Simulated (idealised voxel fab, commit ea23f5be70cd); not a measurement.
Presented below is a process module, voxel tone inversion.
Pictured: cross-section cut, 225 nm wide, on a grid of 5 nm square cells.
A cross-section is written here as square cells arranged in a grid, and it is given in bands from the top down, each band taking up one or more rows of cells. Band: top and bottom heights (nm) first, top before bottom; then materials from left to right, widths in nm. "all across" marks a sole material filling the band edge to edge. "blank" denotes empty space. All heights in this document are referenced to 0, defined as the level beneath which the wafer, as received, consists entirely of one material. The lowest band is not bounded below; it extends indefinitely downward and is written in the form "0 and below". A width such as "30 to 40" changes by the same amount from each row of cells to the next, from the band's top row to its bottom row. Any step labelled "nothing altered" changed none of the cells in the cross-section. Each empty space that has no open way to the top and spans at least 8 cells appears under "Closed-off voids" as width x height at distance, the distance counted from the left edge, all in nm. Past the settings on a step's line: simulator remark, on that step. For masked steps, "overlay nm" on the step line gives how far right of plan the mask actually lay; a minus sign means it lay to the left.
Set out below are the planned steps of the process:
1) RECEIVE [material Si]
2) CONFORMAL_DEP [material SiN] [thk nm 5]
3) DIRECTIONAL_DEP [material polySi] [thk nm 20]
4) PATTERN [tone cover] [mask id POSTS] [material resist] [width nm 25] [pitch nm 40] [thk nm 30] [overlay nm 0]
5) DIRECTIONAL_ETCH [etch materials polySi] [depth nm 20]
6) STRIP [etch materials resist]
7) FILL_DEP [material lowk] [thk nm 10]
8) CMP [height nm 25]
9) STRIP [etch materials polySi]
Cross-section of the wafer at receipt, which is the condition after step 1:
0 and below | Si all across
Closed-off voids: none
Cross-sectional image of the first of two wafers at the end of the module, the run having proceeded as planned:
25 down to 5 | lowk 40 / blank 25 / lowk 15 / blank 25 / lowk 15 / blank 25 / lowk 15 / blank 25 / lowk 40
5 down to 0 | SiN all across
0 and below | Si all across
Closed-off voids: none
End-of-module cross-section of the second wafer: identical starting point and process plan to the first, with one processing mistake:
25 down to 5 | blank 40 / lowk 25 / blank 15 / lowk 25 / blank 15 / lowk 25 / blank 15 / lowk 25 / blank 40
5 down to 0 | SiN all across
0 and below | Si all across
Closed-off voids: none
Where did the run depart from the plan? step 4 went in with a setting other than planned; the actual run was PATTERN [tone open] [mask id POSTS] [material resist] [width nm 25] [pitch nm 40] [thk nm 30] [overlay nm 0]
Count the cells at the end and the second wafer has more or fewer of some materials than the first: -20 lowk
